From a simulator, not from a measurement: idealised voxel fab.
A process module follows: voxel ribs on slabs.
Displayed cross-section: cut, width of 185 nm, square cells sized 5 nm.
Cross-section format: a grid of square cells, given as bands from top to bottom; each band is one or more rows of cells.
Each band's line starts with the height of the band's top and of its bottom, in nm. Then come its materials from left to right, each with its width in nm. One material with "full width" fills the band from edge to edge. "empty" is empty space.
Note: height 0 marks the level under which the wafer is uniformly one material as received. Lowest band unbounded below, written "0 and below".
The two numbers in a width such as "30->40" mark its ends across the band: the first belongs to the top row of cells, the second to the bottom row, and from each row to the next the width moves by the same amount.
"no modification" means the step left every cell of the cross-section as it was.
Closed-off voids of 8+ cells (no open route to the top) go in "Closed cavity list", written width x height at distance from the left edge, in nm.
What comes after the settings on a step's line is commentary from the simulator itself on that step.
What "overlay nm" on a step's line means: if the step has a mask, that mask lay this far to the right of its planned place, or, when the value is negative, to the left.

## Steps in the process plan
1,RECEIVE,material Si
2,DIRECTIONAL_DEP,material SiO2,thk nm 25
3,DIRECTIONAL_DEP,material polySi,thk nm 15
4,PATTERN,tone cover,mask id RIB,material resist,width nm 25,thk nm 15,overlay nm 0
5,DIRECTIONAL_ETCH,etch materials polySi,depth nm 10
6,STRIP,etch materials resist
7,MASKED_ETCH,tone cover,mask id SLAB,width nm 65,etch materials polySi,depth nm 5,overlay nm 0
8,FILL_DEP,material SiO2,thk nm 20
9,CMP,height nm 50
10,DIRECTIONAL_DEP,material TiN,thk nm 10
11,MASKED_ETCH,tone cover,mask id HEATER,width nm 35,etch materials TiN,depth nm 10,overlay nm 0
12,CONFORMAL_DEP,material SiN,thk nm 5

## Cross-section, incoming material, after step 1
* 0 and below | Si full width
* Closed cavity list: none

## Cross-sectional view of the first of the two wafers upon completion of the module, processed in accordance with the plan
* 65 down to 60 | 70 empty / 45 SiN / 70 empty
* 60 down to 55 | 70 empty / 5 SiN / 35 TiN / 5 SiN / 70 empty
* 55 down to 50 | 75 SiN / 35 TiN / 75 SiN
* 50 down to 40 | SiO2 full width
* 40 down to 30 | 80 SiO2 / 25 polySi / 80 SiO2
* 30 down to 25 | 60 SiO2 / 65 polySi / 60 SiO2
* 25 down to 0 | SiO2 full width
* 0 and below | Si full width
* Closed cavity list: none

## Cross-section at end of module for the second wafer of two, which matched the first in starting point and plan and differed by one mistake in its processing
* 65 down to 60 | 70 empty / 45 SiN / 70 empty
* 60 down to 55 | 70 empty / 5 SiN / 35 TiN / 5 SiN / 70 empty
* 55 down to 50 | 75 SiN / 35 TiN / 75 SiN
* 50 down to 40 | 80->60 SiO2 / 25->65 polySi / 80->60 SiO2
* 40 down to 25 | polySi full width
* 25 down to 0 | SiO2 full width
* 0 and below | Si full width
* Closed cavity list: none
It is concluded that the wafer was processed incorrectly with respect to the plan, in that it should be noted that step 3 of the plan was executed twice
Wrapping up, a cell-based count of both wafers puts the second over or under the first for these materials: SiO2 -106, polySi +106
